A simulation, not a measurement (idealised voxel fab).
Documented hereafter: the process module known as voxel released beams.
Section shown: cut. Width: 250 nm. Cell size: 5 nm, square.
We lay out every cross-section as a grid of square cells and spell it out in bands from the top down, where one band means one or more rows of cells. It is stipulated that each band's entry specify, in nanometres, the height of the top of the band and then that of its bottom, followed by the materials of the band in left-to-right sequence, each together with its width in nanometres. A single material marked by the word "everywhere" is understood to fill the band from edge to edge; the word "blank" is understood to denote empty space. Ref level 0: as-received wafer is one material below here. Bottom band extends down with no lower bound ("0 down"). Per-row width for "30->40": begins at first number (top row of band), ends at second number (bottom row), increment between rows held constant. Any step labelled "remains unaltered" changed none of the cells in the cross-section. "Sealed internal cavities": sealed empty spaces, 8 cells or more, no open way to top, listed width x height at distance, with distance from the left edge and width, height and distance in nm. The remark found on a step's line after its settings is issued by the simulator itself and pertains to that step. "overlay nm" on a masked step: distance the mask lay right of its planned place, negative for left.
**Process steps foreseen in the plan**
- 1: RECEIVE (material Si)
- 2: CONFORMAL_DEP (material SiN; thk nm 5)
- 3: DIRECTIONAL_DEP (material SiO2; thk nm 20)
- 4: MASKED_ETCH (tone open; mask id ANCHOR; width nm 35; etch materials SiO2; depth nm 20; overlay nm 0)
- 5: CONFORMAL_DEP (material polySi; thk nm 10)
- 6: MASKED_ETCH (tone cover; mask id BEAM; width nm 85; etch materials polySi; depth nm 10; overlay nm 0)
- 7: STRIP (etch materials SiO2)
**Cross-section of the incoming wafer, state after step 1**
- 0 down = Si everywhere
- Sealed internal cavities: none
**Wafer cross-section at end of module: start and plan as shown above, one execution error**
- 35 to 25 = 80 blank, 85 polySi, 85 blank
- 25 to 0 = SiN everywhere
- 0 down = Si everywhere
- Sealed internal cavities: none
Misprocessing identified: step 3 ran as: DIRECTIONAL_DEP (material SiN; thk nm 20)
